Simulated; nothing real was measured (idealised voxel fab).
The following process module bears the name voxel gate over fins.
FYI the section here is cut, 175 nm wide, cells are 5 nm squares.
Heads up, the way a cross-section reads in here is a grid of square cells, handed over as bands from the top down, with every band being one or more rows of cells.
Heads up on the band format: heights come first, top then bottom, in nm. After that it's the materials left to right, each with its width in nm. A single material flagged "edge to edge" fills the whole band edge to edge, and "blank" means there's empty space there.
Heads up on the height convention: 0 is the point under which the incoming wafer is all one material, and the lowest band has no bottom, it just keeps going down, like "from 0 down".
So if you see something like "30 to 40" for the width, read it as the top row of the band sitting at the first number and the bottom row at the second, with every row in between moving by the same amount as the last.
Reading "left unchanged" for a step: not a cell of the cross-section changed in it.
Entry "Sealed voids" = empty spaces >= 8 cells with no open way to the top; each as width x height at distance, distance from left edge, all nm.
On a step's line, text after the settings is the simulator commenting on that step.
If you see "overlay nm" on a step's line and that step has a mask, it's telling you how far right of where it was planned the mask ended up; a negative number means it went left instead.

PROCESS STEPS - PLAN
1: op RECEIVE | material Si
2: op CONFORMAL_DEP | material SiN | thk nm 10
3: op MASKED_ETCH | tone cover | mask id FINS | width nm 15 | pitch nm 35 | etch materials SiN | depth nm 10 | overlay nm 0
4: op MASKED_ETCH | tone cover | mask id FINS | width nm 15 | pitch nm 35 | etch materials Si | depth nm 35 | overlay nm 0
5: op OXIDIZE | depth nm 5
6: op FILL_DEP | material SiO2 | thk nm 15
7: op CMP | height nm 10
8: op SELECTIVE_ETCH | etch materials SiO2 | depth nm 20
9: op STRIP | etch materials SiN
10: op CONFORMAL_DEP | material HfO2 | thk nm 5
11: op CONFORMAL_DEP | material TiN | thk nm 5
12: op FILL_DEP | material W | thk nm 10
13: op CMP | height nm 15
14: op CONFORMAL_DEP | material SiN | thk nm 10

STEP 1 COMPLETE: CROSS-SECTION OF THE WAFER AS RECEIVED
- from 0 down: Si edge to edge
- Sealed voids: none

POST-MODULE CROSS-SECTION OF THE FIRST OF TWO WAFERS (RUN PER PLAN)
- from 25 to 15: SiN edge to edge
- from 15 to 10: W edge to edge
- from 10 to 5: W (20), then TiN (25), then W (10), then TiN (25), then W (10), then TiN (25), then W (10), then TiN (25), then W (25)
- from 5 to 0: W (20), then TiN (5), then HfO2 (15), then TiN (5), then W (10), then TiN (5), then HfO2 (15), then TiN (5), then W (10), then TiN (5), then HfO2 (15), then TiN (5), then W (10), then TiN (5), then HfO2 (15), then TiN (5), then W (25)
- from 0 to -5: TiN (25), then HfO2 (5), then Si (5), then HfO2 (5), then TiN (20), then HfO2 (5), then Si (5), then HfO2 (5), then TiN (20), then HfO2 (5), then Si (5), then HfO2 (5), then TiN (20), then HfO2 (5), then Si (5), then HfO2 (5), then TiN (30)
- from -5 to -10: HfO2 (30), then Si (5), then HfO2 (30), then Si (5), then HfO2 (30), then Si (5), then HfO2 (30), then Si (5), then HfO2 (35)
- from -10 to -40: SiO2 (30), then Si (5), then SiO2 (30), then Si (5), then SiO2 (30), then Si (5), then SiO2 (30), then Si (5), then SiO2 (35)
- from -40 down: Si edge to edge
- Sealed voids: none

THIS IS THE SECOND OF THE TWO WAFERS, CROSS-SECTIONED AT THE END OF THE MODULE; IT STARTED EXACTLY LIKE THE FIRST AND WAS GIVEN THE SAME PLAN, BUT IT WAS RUN WITH ONE MISTAKE
- from 25 to 15: SiN edge to edge
- from 15 to 5: W edge to edge
- from 5 to 0: W (20), then TiN (25), then W (10), then TiN (25), then W (10), then TiN (25), then W (10), then TiN (25), then W (25)
- from 0 to -5: TiN (25), then HfO2 (15), then TiN (20), then HfO2 (15), then TiN (20), then HfO2 (15), then TiN (20), then HfO2 (15), then TiN (30)
- from -5 to -10: HfO2 (30), then Si (5), then HfO2 (30), then Si (5), then HfO2 (30), then Si (5), then HfO2 (30), then Si (5), then HfO2 (35)
- from -10 to -40: SiO2 (30), then Si (5), then SiO2 (30), then Si (5), then SiO2 (30), then Si (5), then SiO2 (30), then Si (5), then SiO2 (35)
- from -40 down: Si edge to edge
- Sealed voids: none
Error vs. plan: the plan's step 2 was left out and never carried out
End check, counted in cells, second wafer has more or fewer of these materials than the first: 8 fewer of HfO2 | 4 fewer of Si | 8 fewer of TiN | 20 more of W
